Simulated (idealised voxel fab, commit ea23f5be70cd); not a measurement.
A process module follows: voxel self aligned vias.
The cross-section on display is named cut; it measures 195 nm wide, and its cells are 5 nm squares.
When this document writes out a cross-section, it uses a grid of square cells and lists it as bands, beginning at the top and moving down, with a band standing for one or more rows of cells.
Band: top height; bottom height; in nm. Then, left to right: material with width in nm, for each material. "everywhere": a single material spanning edge to edge. "empty": empty space.
Height 0 is the level under which the wafer as received is all one material. The lowest band goes on downwards, as in "top 0, no bottom".
Width "30->40": first value at the band's top row of cells, second value at its bottom row, equal change from row to row.
Reading "nothing got changed" for a step: not a cell of the cross-section changed in it.
For the entry "Closed void list", the listed items are empty spaces with no open way to the top whose size is 8 cells or more; each item follows the pattern width x height at distance, where distance is from the left edge and all three are in nm.
Anything after a step's settings on that line? It's the simulator's own note about the step.
For masked steps, "overlay nm" on the step line gives how far right of plan the mask actually lay; a minus sign means it lay to the left.

Planned process steps:
1,RECEIVE (material Si)
2,CONFORMAL_DEP (material SiO2; thk nm 10)
3,CONFORMAL_DEP (material SiCN; thk nm 5)
4,DIRECTIONAL_DEP (material SiO2; thk nm 30)
5,MASKED_ETCH (tone open; mask id LINES; width nm 20; pitch nm 60; etch materials SiO2; depth nm 30; overlay nm 0)
6,CONFORMAL_DEP (material TiN; thk nm 5)
7,FILL_DEP (material Ru; thk nm 10)
8,CMP (height nm 45)
9,SELECTIVE_ETCH (etch materials W Ru TiN; depth nm 5)
10,FILL_DEP (material SiN; thk nm 5)
11,CMP (height nm 45)
12,DIRECTIONAL_DEP (material SiO2; thk nm 20)
13,DIRECTIONAL_DEP (material aC; thk nm 10)
14,PATTERN (tone open; mask id VIAS; material resist; width nm 40; pitch nm 60; thk nm 30; overlay nm 0)
15,DIRECTIONAL_ETCH (etch materials aC; depth nm 10)
16,STRIP (etch materials resist)
17,DIRECTIONAL_ETCH (etch materials SiO2; depth nm 20)
18,DIRECTIONAL_ETCH (etch materials SiN; depth nm 5)
19,STRIP (etch materials aC)
20,CONFORMAL_DEP (material TiN; thk nm 5)
21,FILL_DEP (material W; thk nm 10)
22,CMP (height nm 65)
23,CONFORMAL_DEP (material SiCN; thk nm 5)

First of two wafers - as planned:

As received (post step 1): cross-section:
> top 0, no bottom  Si everywhere
> Closed void list: none

Upon completion of step 2, the wafer appears in cross-section as shown:
> top 10, bottom 0  SiO2 everywhere
> At heights below 0, the structure remains unaltered.

Upon completion of step 3, the wafer appears in cross-section as shown:
> top 15, bottom 10  SiCN everywhere
> At heights below 10, the structure remains unaltered.

Upon completion of step 4, the wafer appears in cross-section as shown:
> top 45, bottom 15  SiO2 everywhere
> At heights below 15, the structure remains unaltered.

Upon completion of step 5, the wafer appears in cross-section as shown:
> top 45, bottom 15  SiO2: 55; empty: 20; SiO2: 40; empty: 20; SiO2: 60
> At heights below 15, the structure remains unaltered.

Upon completion of step 6, the wafer appears in cross-section as shown:
> top 50, bottom 45  TiN: 60; empty: 10; TiN: 50; empty: 10; TiN: 65
> top 45, bottom 20  SiO2: 55; TiN: 5; empty: 10; TiN: 5; SiO2: 40; TiN: 5; empty: 10; TiN: 5; SiO2: 60
> top 20, bottom 15  SiO2: 55; TiN: 20; SiO2: 40; TiN: 20; SiO2: 60
> At heights below 15, the structure remains unaltered.

Upon completion of step 7, the wafer appears in cross-section as shown:
> top 60, bottom 50  Ru everywhere
> top 50, bottom 45  TiN: 60; Ru: 10; TiN: 50; Ru: 10; TiN: 65
> top 45, bottom 20  SiO2: 55; TiN: 5; Ru: 10; TiN: 5; SiO2: 40; TiN: 5; Ru: 10; TiN: 5; SiO2: 60
> At heights below 20, the structure remains unaltered.

Upon completion of step 8, the wafer appears in cross-section as shown:
> top 45, bottom 20  SiO2: 55; TiN: 5; Ru: 10; TiN: 5; SiO2: 40; TiN: 5; Ru: 10; TiN: 5; SiO2: 60
> At heights below 20, the structure remains unaltered.

Upon completion of step 9, the wafer appears in cross-section as shown:
> top 45, bottom 40  SiO2: 55; empty: 20; SiO2: 40; empty: 20; SiO2: 60
> At heights below 40, the structure remains unaltered.

Upon completion of step 10, the wafer appears in cross-section as shown:
> top 50, bottom 45  SiN everywhere
> top 45, bottom 40  SiO2: 55; SiN: 20; SiO2: 40; SiN: 20; SiO2: 60
> At heights below 40, the structure remains unaltered.

Upon completion of step 11, the wafer appears in cross-section as shown:
> top 45, bottom 40  SiO2: 55; SiN: 20; SiO2: 40; SiN: 20; SiO2: 60
> At heights below 40, the structure remains unaltered.

Upon completion of step 12, the wafer appears in cross-section as shown:
> top 65, bottom 45  SiO2 everywhere
> At heights below 45, the structure remains unaltered.

Upon completion of step 13, the wafer appears in cross-section as shown:
> top 75, bottom 65  aC everywhere
> At heights below 65, the structure remains unaltered.

Upon completion of step 14, the wafer appears in cross-section as shown:
> top 105, bottom 75  resist: 45; empty: 40; resist: 20; empty: 40; resist: 50
> At heights below 75, the structure remains unaltered.

Upon completion of step 15, the wafer appears in cross-section as shown:
> top 95, bottom 75  resist: 45; empty: 40; resist: 20; empty: 40; resist: 50
> top 75, bottom 65  aC: 45; empty: 40; aC: 20; empty: 40; aC: 50
> At heights below 65, the structure remains unaltered.

Upon completion of step 16, the wafer appears in cross-section as shown:
> top 75, bottom 65  aC: 45; empty: 40; aC: 20; empty: 40; aC: 50
> At heights below 65, the structure remains unaltered.

Upon completion of step 17, the wafer appears in cross-section as shown:
> top 75, bottom 65  aC: 45; empty: 40; aC: 20; empty: 40; aC: 50
> top 65, bottom 45  SiO2: 45; empty: 40; SiO2: 20; empty: 40; SiO2: 50
> At heights below 45, the structure remains unaltered.

Upon completion of step 18, the wafer appears in cross-section as shown:
> top 75, bottom 65  aC: 45; empty: 40; aC: 20; empty: 40; aC: 50
> top 65, bottom 45  SiO2: 45; empty: 40; SiO2: 20; empty: 40; SiO2: 50
> top 45, bottom 40  SiO2: 55; empty: 20; SiO2: 40; empty: 20; SiO2: 60
> At heights below 40, the structure remains unaltered.

Upon completion of step 19, the wafer appears in cross-section as shown:
> top 65, bottom 45  SiO2: 45; empty: 40; SiO2: 20; empty: 40; SiO2: 50
> At heights below 45, the structure remains unaltered.

Upon completion of step 20, the wafer appears in cross-section as shown:
> top 70, bottom 65  TiN: 50; empty: 30; TiN: 30; empty: 30; TiN: 55
> top 65, bottom 50  SiO2: 45; TiN: 5; empty: 30; TiN: 5; SiO2: 20; TiN: 5; empty: 30; TiN: 5; SiO2: 50
> top 50, bottom 45  SiO2: 45; TiN: 15; empty: 10; TiN: 15; SiO2: 20; TiN: 15; empty: 10; TiN: 15; SiO2: 50
> top 45, bottom 40  SiO2: 55; TiN: 20; SiO2: 40; TiN: 20; SiO2: 60
> At heights below 40, the structure remains unaltered.

Upon completion of step 21, the wafer appears in cross-section as shown:
> top 80, bottom 70  W everywhere
> top 70, bottom 65  TiN: 50; W: 30; TiN: 30; W: 30; TiN: 55
> top 65, bottom 50  SiO2: 45; TiN: 5; W: 30; TiN: 5; SiO2: 20; TiN: 5; W: 30; TiN: 5; SiO2: 50
> top 50, bottom 45  SiO2: 45; TiN: 15; W: 10; TiN: 15; SiO2: 20; TiN: 15; W: 10; TiN: 15; SiO2: 50
> At heights below 45, the structure remains unaltered.

Upon completion of step 22, the wafer appears in cross-section as shown:
> top 65, bottom 50  SiO2: 45; TiN: 5; W: 30; TiN: 5; SiO2: 20; TiN: 5; W: 30; TiN: 5; SiO2: 50
> At heights below 50, the structure remains unaltered.

Upon completion of step 23, the wafer appears in cross-section as shown:
> top 70, bottom 65  SiCN everywhere
> At heights below 65, the structure remains unaltered.

The second wafer was prepared from the same starting point and under the same plan as the first; its processing contained one mistake, and it remains indistinguishable from the first wafer up to and including step 13:

Second wafer: cross-section at the scheduled end of step 14:
> top 105, bottom 75  resist: 45; empty: 45; resist: 15; empty: 45; resist: 45
> At heights below 75, the structure remains unaltered.

Second wafer: cross-section at the scheduled end of step 15:
> top 95, bottom 75  resist: 45; empty: 45; resist: 15; empty: 45; resist: 45
> top 75, bottom 65  aC: 45; empty: 45; aC: 15; empty: 45; aC: 45
> At heights below 65, the structure remains unaltered.

Second wafer: cross-section at the scheduled end of step 16:
> top 75, bottom 65  aC: 45; empty: 45; aC: 15; empty: 45; aC: 45
> At heights below 65, the structure remains unaltered.

Second wafer: cross-section at the scheduled end of step 17:
> top 75, bottom 65  aC: 45; empty: 45; aC: 15; empty: 45; aC: 45
> top 65, bottom 45  SiO2: 45; empty: 45; SiO2: 15; empty: 45; SiO2: 45
> At heights below 45, the structure remains unaltered.

Second wafer: cross-section at the scheduled end of step 18:
> top 75, bottom 65  aC: 45; empty: 45; aC: 15; empty: 45; aC: 45
> top 65, bottom 45  SiO2: 45; empty: 45; SiO2: 15; empty: 45; SiO2: 45
> top 45, bottom 40  SiO2: 55; empty: 20; SiO2: 40; empty: 20; SiO2: 60
> At heights below 40, the structure remains unaltered.

Second wafer: cross-section at the scheduled end of step 19:
> top 65, bottom 45  SiO2: 45; empty: 45; SiO2: 15; empty: 45; SiO2: 45
> At heights below 45, the structure remains unaltered.

Second wafer: cross-section at the scheduled end of step 20:
> top 70, bottom 65  TiN: 50; empty: 35; TiN: 25; empty: 35; TiN: 50
> top 65, bottom 50  SiO2: 45; TiN: 5; empty: 35; TiN: 5; SiO2: 15; TiN: 5; empty: 35; TiN: 5; SiO2: 45
> top 50, bottom 45  SiO2: 45; TiN: 15; empty: 10; TiN: 20; SiO2: 15; TiN: 15; empty: 10; TiN: 20; SiO2: 45
> top 45, bottom 40  SiO2: 55; TiN: 20; SiO2: 40; TiN: 20; SiO2: 60
> At heights below 40, the structure remains unaltered.

Second wafer: cross-section at the scheduled end of step 21:
> top 80, bottom 70  W everywhere
> top 70, bottom 65  TiN: 50; W: 35; TiN: 25; W: 35; TiN: 50
> top 65, bottom 50  SiO2: 45; TiN: 5; W: 35; TiN: 5; SiO2: 15; TiN: 5; W: 35; TiN: 5; SiO2: 45
> top 50, bottom 45  SiO2: 45; TiN: 15; W: 10; TiN: 20; SiO2: 15; TiN: 15; W: 10; TiN: 20; SiO2: 45
> At heights below 45, the structure remains unaltered.

Second wafer: cross-section at the scheduled end of step 22:
> top 65, bottom 50  SiO2: 45; TiN: 5; W: 35; TiN: 5; SiO2: 15; TiN: 5; W: 35; TiN: 5; SiO2: 45
> At heights below 50, the structure remains unaltered.

Second wafer: cross-section at the scheduled end of step 23:
> top 70, bottom 65  SiCN everywhere
> At heights below 65, the structure remains unaltered.
Deviation noted in wafer processing: step 14 did not happen as planned, as run it was PATTERN (tone open; mask id VIAS; material resist; width nm 45; pitch nm 60; thk nm 30; overlay nm 0)
Final comparison by cell count, materials where the second wafer has more or fewer than the first: SiO2 -8 | TiN +2 | W +6
